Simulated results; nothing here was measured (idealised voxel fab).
process module | voxel capacitor over wiring
cross-section cut | 290 nm wide | cells 5 nm
A cross-section is a grid of square cells, given in bands from the top down. A band is one or more rows of cells.
Each band's line starts with the height of the band's top and of its bottom, in nm. Then come its materials from left to right, each with its width in nm. One material with "throughout" fills the band from edge to edge. "air" is empty space.
Height 0 is the level under which the wafer as received is all one material. The lowest band goes on downwards, as in "0 down".
A width such as "30 to 40" changes by the same amount from each row of cells to the next, from the band's top row to its bottom row.
"no change" after a step means that no cell of the cross-section changed.
closed voids: empty space of 8 cells or more with no open way to the top, each as width x height at its distance from the left edge, in nm
after a step's settings: what the simulator itself notes on the step
overlay nm, on a step with a mask: how far to the right of its planned place the mask lay; to the left if negative
plan
1 op RECEIVE | material Si
2 op CONFORMAL_DEP | material SiO2 | thk nm 10
3 op DIRECTIONAL_DEP | material TiN | thk nm 5
4 op DIRECTIONAL_DEP | material Ru | thk nm 25
5 op PATTERN | tone cover | mask id METAL_1 | material resist | width nm 25 | pitch nm 95 | thk nm 15 | overlay nm 0
6 op DIRECTIONAL_ETCH | etch materials Ru | depth nm 25
7 op DIRECTIONAL_ETCH | etch materials TiN | depth nm 5
8 op STRIP | etch materials resist
9 op CONFORMAL_DEP | material SiCN | thk nm 5
10 op FILL_DEP | material SiO2 | thk nm 10
11 op CMP | height nm 40
12 op CONFORMAL_DEP | material SiCN | thk nm 5
13 op DIRECTIONAL_DEP | material SiO2 | thk nm 15
14 op MASKED_ETCH | tone open | mask id PLUG_1 | width nm 15 | etch materials SiO2 | depth nm 15 | overlay nm 0
15 op MASKED_ETCH | tone open | mask id PLUG_1 | width nm 15 | etch materials SiCN | depth nm 5 | overlay nm 0
16 op CONFORMAL_DEP | material TiN | thk nm 5
17 op FILL_DEP | material W | thk nm 5
18 op CMP | height nm 60
19 op DIRECTIONAL_DEP | material TiN | thk nm 5
20 op DIRECTIONAL_DEP | material SiN | thk nm 5
21 op DIRECTIONAL_DEP | material TiN | thk nm 5
22 op DIRECTIONAL_DEP | material aC | thk nm 10
23 op PATTERN | tone cover | mask id UPPER_PLATE | material resist | width nm 75 | thk nm 25 | overlay nm 0
24 op DIRECTIONAL_ETCH | etch materials aC | depth nm 10
25 op STRIP | etch materials resist
26 op DIRECTIONAL_ETCH | etch materials TiN | depth nm 5
27 op DIRECTIONAL_ETCH | etch materials SiN | depth nm 5
28 op STRIP | etch materials aC
29 op MASKED_ETCH | tone cover | mask id LOWER_PLATE | width nm 85 | etch materials TiN | depth nm 5 | overlay nm 0
30 op FILL_DEP | material SiO2 | thk nm 15
31 op CMP | height nm 85
32 op DIRECTIONAL_DEP | material aC | thk nm 15
33 op PATTERN | tone open | mask id PLUG_2 | material resist | width nm 15 | thk nm 30 | overlay nm 0
34 op DIRECTIONAL_ETCH | etch materials aC | depth nm 15
35 op STRIP | etch materials resist
36 op DIRECTIONAL_ETCH | etch materials SiO2 | depth nm 10
37 op STRIP | etch materials aC
38 op CONFORMAL_DEP | material TiN | thk nm 5
39 op FILL_DEP | material W | thk nm 5
40 op CMP | height nm 85
41 op CONFORMAL_DEP | material SiN | thk nm 5
as received, after step 1
  0 down: Si throughout
  closed voids: none
first wafer at the end, as planned
  90 to 85: SiN throughout
  85 to 80: SiO2 105 | TiN 5 | W 5 | TiN 5 | SiO2 170
  80 to 70: SiO2 105 to 95 | TiN 15 to 75 | SiO2 170 to 120
  70 to 65: SiO2 95 | SiN 75 | SiO2 120
  65 to 60: SiO2 90 | TiN 85 | SiO2 115
  60 to 45: SiO2 95 | TiN 5 | W 5 | TiN 5 | SiO2 180
  45 to 40: SiCN 95 | TiN 15 | SiCN 180
  40 to 15: SiO2 80 | SiCN 5 | Ru 25 | SiCN 5 | SiO2 60 | SiCN 5 | Ru 25 | SiCN 5 | SiO2 80
  15 to 10: SiCN 85 | TiN 25 | SiCN 70 | TiN 25 | SiCN 85
  10 to 0: SiO2 throughout
  0 down: Si throughout
  closed voids: none
second wafer at the end: like start, like plan, one mistake
  90 to 85: SiN throughout
  85 to 80: SiO2 105 | TiN 5 | W 5 | TiN 5 | SiO2 170
  80 to 70: SiO2 105 to 100 | TiN 15 to 70 | SiO2 170 to 120
  70 to 65: SiO2 95 | SiN 75 | SiO2 120
  65 to 60: SiO2 95 | TiN 90 | SiO2 105
  60 to 45: SiO2 95 | TiN 5 | W 5 | TiN 5 | SiO2 180
  45 to 40: SiCN 95 | TiN 15 | SiCN 180
  40 to 15: SiO2 80 | SiCN 5 | Ru 25 | SiCN 5 | SiO2 60 | SiCN 5 | Ru 25 | SiCN 5 | SiO2 80
  15 to 10: SiCN 85 | TiN 25 | SiCN 70 | TiN 25 | SiCN 85
  10 to 0: SiO2 throughout
  0 down: Si throughout
  closed voids: none
what went wrong: step 29 ran as: op MASKED_ETCH | tone cover | mask id LOWER_PLATE | width nm 85 | etch materials TiN | depth nm 5 | overlay nm 10
at the end the second wafer has, in cells: as many of each material as the first, in other places
